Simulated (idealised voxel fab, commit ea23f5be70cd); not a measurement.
The process module presented herein is designated voxel fin reveal.
It is cross-section cut that appears here, measuring 295 nm in width, its square cells being 5 nm in size.
When this document writes out a cross-section, it uses a grid of square cells and lists it as bands, beginning at the top and moving down, with a band standing for one or more rows of cells.
The entry gives the band's vertical extent as a top height and a bottom height in nm, then its horizontal make-up as materials from left to right, each with a width in nm. "air" stands for empty space; a single material marked "throughout" fills the band edge to edge.
All heights in this document are referenced to 0, defined as the level beneath which the wafer, as received, consists entirely of one material. The lowest band is not bounded below; it extends indefinitely downward and is written in the form "top 0, no bottom".
A two-number width, for instance "30->40", indicates that the width is equal to the first number in the top row of the band and to the second number in the bottom row, and that it changes by a constant amount per row of cells.
"nothing changed", as given for a step, is the statement that not any cell of the cross-section underwent a change during that step.
In the "Catalogued sealed voids" entry, you get each enclosed empty space of 8 cells or more, one with no open way to the top, written width x height at distance, distance from the left edge, in nm.
That trailing text on a step's line, after the settings, is the simulator's own remark on the step.
"overlay nm" denotes, for a step that has a mask, the displacement of the mask to the right of its planned place, with negative values corresponding to the left.

**Planned process steps**
- 1: RECEIVE,material Si
- 2: CONFORMAL_DEP,material SiN,thk nm 5
- 3: PATTERN,tone cover,mask id FINS,material resist,width nm 15,pitch nm 35,thk nm 15,overlay nm 0
- 4: DIRECTIONAL_ETCH,etch materials SiN,depth nm 5
- 5: DIRECTIONAL_ETCH,etch materials Si,depth nm 40
- 6: STRIP,etch materials resist
- 7: OXIDIZE,depth nm 5
- 8: FILL_DEP,material SiO2,thk nm 5
- 9: CMP,height nm 5
- 10: SELECTIVE_ETCH,etch materials SiO2,depth nm 20
- 11: STRIP,etch materials SiN
- 12: CONFORMAL_DEP,material SiO2,thk nm 5

**First of two wafers - as planned**

**Cross-section of the wafer upon arrival, representing the state reached after step 1**
    top 0, no bottom  Si throughout
    Catalogued sealed voids: none

**After step 2, in cross-section**
    top 5, bottom 0  SiN throughout
    For the remainder of the cross-section, below 0, there is no change.

**After step 3, in cross-section**
    top 20, bottom 5  air=120; resist=15; air=20; resist=15; air=125
    For the remainder of the cross-section, below 5, there is no change.

**After step 4, in cross-section**
    top 20, bottom 5  air=120; resist=15; air=20; resist=15; air=125
    top 5, bottom 0  air=120; SiN=15; air=20; SiN=15; air=125
    For the remainder of the cross-section, below 0, there is no change.

**After step 5, in cross-section**
    top 20, bottom 5  air=120; resist=15; air=20; resist=15; air=125
    top 5, bottom 0  air=120; SiN=15; air=20; SiN=15; air=125
    top 0, bottom -40  air=120; Si=15; air=20; Si=15; air=125
    For the remainder of the cross-section, below -40, there is no change.

**After step 6, in cross-section**
    top 5, bottom 0  air=120; SiN=15; air=20; SiN=15; air=125
    For the remainder of the cross-section, below 0, there is no change.

**After step 7, in cross-section**
    top 5, bottom 0  air=120; SiN=15; air=20; SiN=15; air=125
    top 0, bottom -40  air=120; SiO2=5; Si=5; SiO2=5; air=20; SiO2=5; Si=5; SiO2=5; air=125
    top -40, bottom -45  SiO2=125; Si=5; SiO2=30; Si=5; SiO2=130
    For the remainder of the cross-section, below -45, there is no change.

**After step 8, in cross-section**
    top 10, bottom 5  SiO2 throughout
    top 5, bottom 0  SiO2=120; SiN=15; SiO2=20; SiN=15; SiO2=125
    top 0, bottom -45  SiO2=125; Si=5; SiO2=30; Si=5; SiO2=130
    For the remainder of the cross-section, below -45, there is no change.

**After step 9, in cross-section**
    top 5, bottom 0  SiO2=120; SiN=15; SiO2=20; SiN=15; SiO2=125
    For the remainder of the cross-section, below 0, there is no change.

**After step 10, in cross-section**
    top 5, bottom 0  air=120; SiN=15; air=20; SiN=15; air=125
    top 0, bottom -15  air=125; Si=5; air=30; Si=5; air=130
    For the remainder of the cross-section, below -15, there is no change.

**After step 11, in cross-section**
    top 0, bottom -15  air=125; Si=5; air=30; Si=5; air=130
    For the remainder of the cross-section, below -15, there is no change.

**After step 12, in cross-section**
    top 5, bottom 0  air=120; SiO2=15; air=20; SiO2=15; air=125
    top 0, bottom -10  air=120; SiO2=5; Si=5; SiO2=5; air=20; SiO2=5; Si=5; SiO2=5; air=125
    top -10, bottom -45  SiO2=125; Si=5; SiO2=30; Si=5; SiO2=130
    For the remainder of the cross-section, below -45, there is no change.

**The Second Wafer: Common Origin and Plan, One Mistake in Execution, Identical to the First Through Step 9**

**Second wafer cross-section, taken as of the time the plan sets for step 10 to be done**
    top 5, bottom 0  air=120; SiN=15; air=20; SiN=15; air=125
    top 0, bottom -35  air=125; Si=5; air=30; Si=5; air=130
    For the remainder of the cross-section, below -35, there is no change.

**Second wafer cross-section, taken as of the time the plan sets for step 11 to be done**
    top 0, bottom -35  air=125; Si=5; air=30; Si=5; air=130
    For the remainder of the cross-section, below -35, there is no change.

**Second wafer cross-section, taken as of the time the plan sets for step 12 to be done**
    top 5, bottom 0  air=120; SiO2=15; air=20; SiO2=15; air=125
    top 0, bottom -30  air=120; SiO2=5; Si=5; SiO2=5; air=20; SiO2=5; Si=5; SiO2=5; air=125
    top -30, bottom -45  SiO2=125; Si=5; SiO2=30; Si=5; SiO2=130
    For the remainder of the cross-section, below -45, there is no change.
What broke from the plan during processing? regarding the plan, step 10 was run twice
At the finish, the second wafer shows more or fewer cells for some materials than the first does: SiO2: 212 fewer
